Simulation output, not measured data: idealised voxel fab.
This is a process module. Its name is voxel ribs on slabs.
For reference, the cross-section in this document is cut, with width 145 nm and square cells of 5 nm.
When this document writes out a cross-section, it uses a grid of square cells and lists it as bands, beginning at the top and moving down, with a band standing for one or more rows of cells.
Heights first: top, then bottom, in nm. Then materials, left to right, each with a width in nm. "throughout" on a single material: fills the band edge to edge. "blank": empty space.
Height 0 is the level under which the wafer as received is all one material. The lowest band goes on downwards, as in "top 0, no bottom".
The two numbers in a width such as "30..40" mark its ends across the band: the first belongs to the top row of cells, the second to the bottom row, and from each row to the next the width moves by the same amount.
Any step labelled "changes: none" changed none of the cells in the cross-section.
So "Voids, enclosed" is basically the list of trapped voids: any empty space of 8 cells or more that can't reach the top through an opening. They're written width x height at distance, the distance being from the left edge, and it's all nm.
Post-settings text on a step line: simulator's own remark regarding the step.
overlay nm: step with mask; distance mask lay right of planned place; negative value = left of planned place.
**These are the steps we planned for the process**
1) RECEIVE, material Si
2) DIRECTIONAL_DEP, material SiO2, thk nm 30
3) DIRECTIONAL_DEP, material polySi, thk nm 25
4) PATTERN, tone cover, mask id RIB, material resist, width nm 30, thk nm 15, overlay nm 0
5) DIRECTIONAL_ETCH, etch materials polySi, depth nm 20
6) STRIP, etch materials resist
7) DIRECTIONAL_DEP, material aC, thk nm 10
8) PATTERN, tone cover, mask id SLAB, material resist, width nm 80, thk nm 30, overlay nm 0
9) DIRECTIONAL_ETCH, etch materials aC, depth nm 10
10) STRIP, etch materials resist
11) DIRECTIONAL_ETCH, etch materials polySi, depth nm 5
12) STRIP, etch materials aC
13) FILL_DEP, material SiO2, thk nm 25
14) CMP, height nm 70
15) DIRECTIONAL_DEP, material W, thk nm 5
16) MASKED_ETCH, tone cover, mask id HEATER, width nm 40, etch materials W, depth nm 5, overlay nm 0
17) CONFORMAL_DEP, material SiN, thk nm 5
**What follows covers the first of two wafers; it ran as planned**
**Wafer cross-section on receipt, i.e. after step 1**
  top 0, no bottom = Si throughout
  Voids, enclosed: none
**Upon completion of step 2, the wafer appears in cross-section as shown**
  top 30, bottom 0 = SiO2 throughout
  Below a height of 0, the structure has not been altered.
**Upon completion of step 3, the wafer appears in cross-section as shown**
  top 55, bottom 30 = polySi throughout
  Below a height of 30, the structure has not been altered.
**Upon completion of step 4, the wafer appears in cross-section as shown**
  top 70, bottom 55 = 55 nm blank  30 nm resist  60 nm blank
  Below a height of 55, the structure has not been altered.
**Upon completion of step 5, the wafer appears in cross-section as shown**
  top 70, bottom 55 = 55 nm blank  30 nm resist  60 nm blank
  top 55, bottom 35 = 55 nm blank  30 nm polySi  60 nm blank
  Below a height of 35, the structure has not been altered.
**Upon completion of step 6, the wafer appears in cross-section as shown**
  top 55, bottom 35 = 55 nm blank  30 nm polySi  60 nm blank
  Below a height of 35, the structure has not been altered.
**Upon completion of step 7, the wafer appears in cross-section as shown**
  top 65, bottom 55 = 55 nm blank  30 nm aC  60 nm blank
  top 55, bottom 45 = 55 nm blank  30 nm polySi  60 nm blank
  top 45, bottom 35 = 55 nm aC  30 nm polySi  60 nm aC
  Below a height of 35, the structure has not been altered.
**Upon completion of step 8, the wafer appears in cross-section as shown**
  top 95, bottom 65 = 30 nm blank  80 nm resist  35 nm blank
  top 65, bottom 55 = 30 nm blank  25 nm resist  30 nm aC  25 nm resist  35 nm blank
  top 55, bottom 45 = 30 nm blank  25 nm resist  30 nm polySi  25 nm resist  35 nm blank
  Below a height of 45, the structure has not been altered.
**Upon completion of step 9, the wafer appears in cross-section as shown**
  top 85, bottom 65 = 30 nm blank  80 nm resist  35 nm blank
  top 65, bottom 55 = 30 nm blank  25 nm resist  30 nm aC  25 nm resist  35 nm blank
  top 55, bottom 45 = 30 nm blank  25 nm resist  30 nm polySi  25 nm resist  35 nm blank
  top 45, bottom 35 = 30 nm blank  25 nm aC  30 nm polySi  25 nm aC  35 nm blank
  Below a height of 35, the structure has not been altered.
**Upon completion of step 10, the wafer appears in cross-section as shown**
  top 65, bottom 55 = 55 nm blank  30 nm aC  60 nm blank
  top 55, bottom 45 = 55 nm blank  30 nm polySi  60 nm blank
  Below a height of 45, the structure has not been altered.
**Upon completion of step 11, the wafer appears in cross-section as shown**
  top 65, bottom 55 = 55 nm blank  30 nm aC  60 nm blank
  top 55, bottom 45 = 55 nm blank  30 nm polySi  60 nm blank
  top 45, bottom 35 = 30 nm blank  25 nm aC  30 nm polySi  25 nm aC  35 nm blank
  top 35, bottom 30 = 30 nm blank  80 nm polySi  35 nm blank
  Below a height of 30, the structure has not been altered.
**Upon completion of step 12, the wafer appears in cross-section as shown**
  top 55, bottom 35 = 55 nm blank  30 nm polySi  60 nm blank
  Below a height of 35, the structure has not been altered.
**Upon completion of step 13, the wafer appears in cross-section as shown**
  top 80, bottom 55 = SiO2 throughout
  top 55, bottom 35 = 55 nm SiO2  30 nm polySi  60 nm SiO2
  top 35, bottom 30 = 30 nm SiO2  80 nm polySi  35 nm SiO2
  Below a height of 30, the structure has not been altered.
**Upon completion of step 14, the wafer appears in cross-section as shown**
  top 70, bottom 55 = SiO2 throughout
  Below a height of 55, the structure has not been altered.
**Upon completion of step 15, the wafer appears in cross-section as shown**
  top 75, bottom 70 = W throughout
  Below a height of 70, the structure has not been altered.
**Upon completion of step 16, the wafer appears in cross-section as shown**
  top 75, bottom 70 = 50 nm blank  40 nm W  55 nm blank
  Below a height of 70, the structure has not been altered.
**Upon completion of step 17, the wafer appears in cross-section as shown**
  top 80, bottom 75 = 45 nm blank  50 nm SiN  50 nm blank
  top 75, bottom 70 = 50 nm SiN  40 nm W  55 nm SiN
  Below a height of 70, the structure has not been altered.
**second wafer: like start, like plan, one mistake. Through step 1 it matches the first wafer**
**Second wafer cross-section, taken as of the time the plan sets for step 2 to be done**
  top 60, bottom 0 = SiO2 throughout
  Below a height of 0, the structure has not been altered.
**Second wafer cross-section, taken as of the time the plan sets for step 3 to be done**
  top 85, bottom 60 = polySi throughout
  Below a height of 60, the structure has not been altered.
**Second wafer cross-section, taken as of the time the plan sets for step 4 to be done**
  top 100, bottom 85 = 55 nm blank  30 nm resist  60 nm blank
  Below a height of 85, the structure has not been altered.
**Second wafer cross-section, taken as of the time the plan sets for step 5 to be done**
  top 100, bottom 85 = 55 nm blank  30 nm resist  60 nm blank
  top 85, bottom 65 = 55 nm blank  30 nm polySi  60 nm blank
  Below a height of 65, the structure has not been altered.
**Second wafer cross-section, taken as of the time the plan sets for step 6 to be done**
  top 85, bottom 65 = 55 nm blank  30 nm polySi  60 nm blank
  Below a height of 65, the structure has not been altered.
**Second wafer cross-section, taken as of the time the plan sets for step 7 to be done**
  top 95, bottom 85 = 55 nm blank  30 nm aC  60 nm blank
  top 85, bottom 75 = 55 nm blank  30 nm polySi  60 nm blank
  top 75, bottom 65 = 55 nm aC  30 nm polySi  60 nm aC
  Below a height of 65, the structure has not been altered.
**Second wafer cross-section, taken as of the time the plan sets for step 8 to be done**
  top 125, bottom 95 = 30 nm blank  80 nm resist  35 nm blank
  top 95, bottom 85 = 30 nm blank  25 nm resist  30 nm aC  25 nm resist  35 nm blank
  top 85, bottom 75 = 30 nm blank  25 nm resist  30 nm polySi  25 nm resist  35 nm blank
  Below a height of 75, the structure has not been altered.
**Second wafer cross-section, taken as of the time the plan sets for step 9 to be done**
  top 115, bottom 95 = 30 nm blank  80 nm resist  35 nm blank
  top 95, bottom 85 = 30 nm blank  25 nm resist  30 nm aC  25 nm resist  35 nm blank
  top 85, bottom 75 = 30 nm blank  25 nm resist  30 nm polySi  25 nm resist  35 nm blank
  top 75, bottom 65 = 30 nm blank  25 nm aC  30 nm polySi  25 nm aC  35 nm blank
  Below a height of 65, the structure has not been altered.
**Second wafer cross-section, taken as of the time the plan sets for step 10 to be done**
  top 95, bottom 85 = 55 nm blank  30 nm aC  60 nm blank
  top 85, bottom 75 = 55 nm blank  30 nm polySi  60 nm blank
  Below a height of 75, the structure has not been altered.
**Second wafer cross-section, taken as of the time the plan sets for step 11 to be done**
  top 95, bottom 85 = 55 nm blank  30 nm aC  60 nm blank
  top 85, bottom 75 = 55 nm blank  30 nm polySi  60 nm blank
  top 75, bottom 65 = 30 nm blank  25 nm aC  30 nm polySi  25 nm aC  35 nm blank
  top 65, bottom 60 = 30 nm blank  80 nm polySi  35 nm blank
  Below a height of 60, the structure has not been altered.
**Second wafer cross-section, taken as of the time the plan sets for step 12 to be done**
  top 85, bottom 65 = 55 nm blank  30 nm polySi  60 nm blank
  Below a height of 65, the structure has not been altered.
**Second wafer cross-section, taken as of the time the plan sets for step 13 to be done**
  top 110, bottom 85 = SiO2 throughout
  top 85, bottom 65 = 55 nm SiO2  30 nm polySi  60 nm SiO2
  top 65, bottom 60 = 30 nm SiO2  80 nm polySi  35 nm SiO2
  Below a height of 60, the structure has not been altered.
**Second wafer cross-section, taken as of the time the plan sets for step 14 to be done**
  top 70, bottom 60 = 55..30 nm SiO2  30..80 nm polySi  60..35 nm SiO2
  Below a height of 60, the structure has not been altered.
**Second wafer cross-section, taken as of the time the plan sets for step 15 to be done**
  top 75, bottom 70 = W throughout
  Below a height of 70, the structure has not been altered.
**Second wafer cross-section, taken as of the time the plan sets for step 16 to be done**
  top 75, bottom 70 = 50 nm blank  40 nm W  55 nm blank
  Below a height of 70, the structure has not been altered.
**Second wafer cross-section, taken as of the time the plan sets for step 17 to be done**
  top 80, bottom 75 = 45 nm blank  50 nm SiN  50 nm blank
  top 75, bottom 70 = 50 nm SiN  40 nm W  55 nm SiN
  Below a height of 70, the structure has not been altered.
Deviation noted in wafer processing: in the plan, step 2 was performed twice
The final cell counts differ between the wafers, with the second having more or fewer of some materials than the first: 18 more of SiO2 | 18 fewer of polySi
